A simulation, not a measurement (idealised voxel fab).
The name of this process module is voxel released beams.
This is section cut - it's 280 nm across, gridded in 5 nm square cells.
Bands, listed from the top down, are how a cross-section gets written in this document; the cross-section itself is a grid of square cells, and a band is one or more rows of them. Each band's line starts with the height of the band's top and of its bottom, in nm. Then come its materials from left to right, each with its width in nm. One material with "all across" fills the band from edge to edge. "blank" is empty space. Zero point of the height axis is 0; under it, received wafer = one material. Lowest band: continues down indefinitely, "0 down". Quick explanation for "30 to 40": the width changes in equal steps down the rows of cells, from the first number in the band's top row to the second number in its bottom row. "everything unchanged", as given for a step, is the statement that not any cell of the cross-section underwent a change during that step. Enclosed void listing: empty space of 8 cells or more with no open way to the top, each as width x height at its distance from the left edge, in nm. The remark found on a step's line after its settings is issued by the simulator itself and pertains to that step. overlay nm: on a step with a mask, how far right of its planned place the mask lay; negative means left.

### The planned process steps are enumerated hereunder
1: RECEIVE: material Si
2: CONFORMAL_DEP: material Al2O3, thk nm 10
3: DIRECTIONAL_DEP: material SiO2, thk nm 15
4: MASKED_ETCH: tone open, mask id ANCHOR, width nm 25, etch materials SiO2, depth nm 15, overlay nm -15
5: CONFORMAL_DEP: material W, thk nm 10
6: DIRECTIONAL_DEP: material aC, thk nm 15
7: PATTERN: tone cover, mask id BEAM, material resist, width nm 105, thk nm 35, overlay nm 0
8: DIRECTIONAL_ETCH: etch materials aC, depth nm 15
9: STRIP: etch materials resist
10: DIRECTIONAL_ETCH: etch materials W, depth nm 10
11: STRIP: etch materials aC
12: STRIP: etch materials SiO2
varied across the wafers: overlay nm of step 4. The plan shows the first wafer's value. All wafers start alike

### first wafer as received, after step 1
    0 down | Si all across
    Enclosed void listing: none

### The table below has one row for each wafer; a row shows, as of the end of the module, how many cells of each material the wafer has gained, marked (+), or lost, marked (-), since it was received, and then the wafer's closed voids
overlay nm -15 | +112 Al2O3 | +54 W | Enclosed void listing: none
overlay nm -10 | +112 Al2O3 | +54 W | Enclosed void listing: none
overlay nm -5 | +112 Al2O3 | +54 W | Enclosed void listing: none
overlay nm 0 | +112 Al2O3 | +54 W | Enclosed void listing: none
overlay nm 5 | +112 Al2O3 | +54 W | Enclosed void listing: none
overlay nm 10 | +112 Al2O3 | +54 W | Enclosed void listing: none
overlay nm 15 | +112 Al2O3 | +54 W | Enclosed void listing: none
